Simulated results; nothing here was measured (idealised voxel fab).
process module | voxel gate over fins
cross-section cut | 300 nm wide | cells 5 nm
A cross-section is a grid of square cells, given in bands from the top down. A band is one or more rows of cells.
Each band's line starts with the height of the band's top and of its bottom, in nm. Then come its materials from left to right, each with its width in nm. One material with "throughout" fills the band from edge to edge. "air" is empty space.
Height 0 is the level under which the wafer as received is all one material. The lowest band goes on downwards, as in "0 down".
A width such as "30 to 40" changes by the same amount from each row of cells to the next, from the band's top row to its bottom row.
"no change" after a step means that no cell of the cross-section changed.
closed voids: empty space of 8 cells or more with no open way to the top, each as width x height at its distance from the left edge, in nm
after a step's settings: what the simulator itself notes on the step
overlay nm, on a step with a mask: how far to the right of its planned place the mask lay; to the left if negative
plan
1 op RECEIVE | material Si
2 op CONFORMAL_DEP | material SiN | thk nm 5
3 op MASKED_ETCH | tone cover | mask id FINS | width nm 15 | pitch nm 55 | etch materials SiN | depth nm 5 | overlay nm 0
4 op MASKED_ETCH | tone cover | mask id FINS | width nm 15 | pitch nm 55 | etch materials Si | depth nm 40 | overlay nm 0
5 op OXIDIZE | depth nm 5
6 op FILL_DEP | material SiO2 | thk nm 10
7 op CMP | height nm 5
8 op DIRECTIONAL_DEP | material aC | thk nm 10
9 op PATTERN | tone open | mask id RAIL | material resist | width nm 15 | thk nm 25 | overlay nm 0
10 op DIRECTIONAL_ETCH | etch materials aC | depth nm 10
11 op STRIP | etch materials resist
12 op DIRECTIONAL_ETCH | etch materials SiO2 | depth nm 40
13 op STRIP | etch materials aC
14 op CONFORMAL_DEP | material TiN | thk nm 5
15 op FILL_DEP | material W | thk nm 10
16 op CMP | height nm 5
17 op SELECTIVE_ETCH | etch materials W Ru TiN | depth nm 25
18 op FILL_DEP | material SiO2 | thk nm 5
19 op CMP | height nm 5
20 op SELECTIVE_ETCH | etch materials SiO2 | depth nm 15
21 op STRIP | etch materials SiN
22 op CONFORMAL_DEP | material HfO2 | thk nm 5
23 op CONFORMAL_DEP | material TiN | thk nm 5
24 op CONFORMAL_DEP | material TiAl | thk nm 5
25 op CONFORMAL_DEP | material TiN | thk nm 5
26 op FILL_DEP | material W | thk nm 15
27 op CMP | height nm 30
28 op CONFORMAL_DEP | material SiN | thk nm 5
as received, after step 1
  0 down: Si throughout
  closed voids: none
a wafer at the end: this start, this plan, one mistake
  35 to 20: W throughout
  20 to 15: W 45 | TiN 45 | W 10 | TiN 45 | W 10 | TiN 45 | W 10 | TiN 45 | W 45
  15 to 10: W 45 | TiN 5 | TiAl 35 | TiN 5 | W 10 | TiN 5 | TiAl 35 | TiN 5 | W 10 | TiN 5 | TiAl 35 | TiN 5 | W 10 | TiN 5 | TiAl 35 | TiN 5 | W 45
  10 to 5: TiN 50 | TiAl 5 | TiN 25 | TiAl 5 | TiN 20 | TiAl 5 | TiN 25 | TiAl 5 | TiN 20 | TiAl 5 | TiN 25 | TiAl 5 | TiN 20 | TiAl 5 | TiN 25 | TiAl 5 | TiN 50
  5 to 0: TiAl 55 | TiN 5 | HfO2 15 | TiN 5 | TiAl 30 | TiN 5 | HfO2 15 | TiN 5 | TiAl 30 | TiN 5 | HfO2 15 | TiN 5 | TiAl 30 | TiN 5 | HfO2 15 | TiN 5 | TiAl 55
  0 to -5: TiN 60 | HfO2 5 | Si 5 | HfO2 5 | TiN 40 | HfO2 5 | Si 5 | HfO2 5 | TiN 40 | HfO2 5 | Si 5 | HfO2 5 | TiN 40 | HfO2 5 | Si 5 | HfO2 5 | TiN 60
  -5 to -10: HfO2 65 | Si 5 | HfO2 50 | Si 5 | HfO2 50 | Si 5 | HfO2 50 | Si 5 | HfO2 65
  -10 to -20: SiO2 65 | Si 5 | SiO2 50 | Si 5 | SiO2 50 | Si 5 | SiO2 50 | Si 5 | SiO2 65
  -20 to -30: SiO2 65 | Si 5 | SiO2 15 | TiN 5 | W 5 | TiN 5 | SiO2 20 | Si 5 | SiO2 50 | Si 5 | SiO2 50 | Si 5 | SiO2 65
  -30 to -35: SiO2 65 | Si 5 | SiO2 15 | TiN 15 | SiO2 20 | Si 5 | SiO2 50 | Si 5 | SiO2 50 | Si 5 | SiO2 65
  -35 to -45: SiO2 65 | Si 5 | SiO2 50 | Si 5 | SiO2 50 | Si 5 | SiO2 50 | Si 5 | SiO2 65
  -45 down: Si throughout
  closed voids: none
what went wrong: step 28 ran as: op CONFORMAL_DEP | material W | thk nm 5
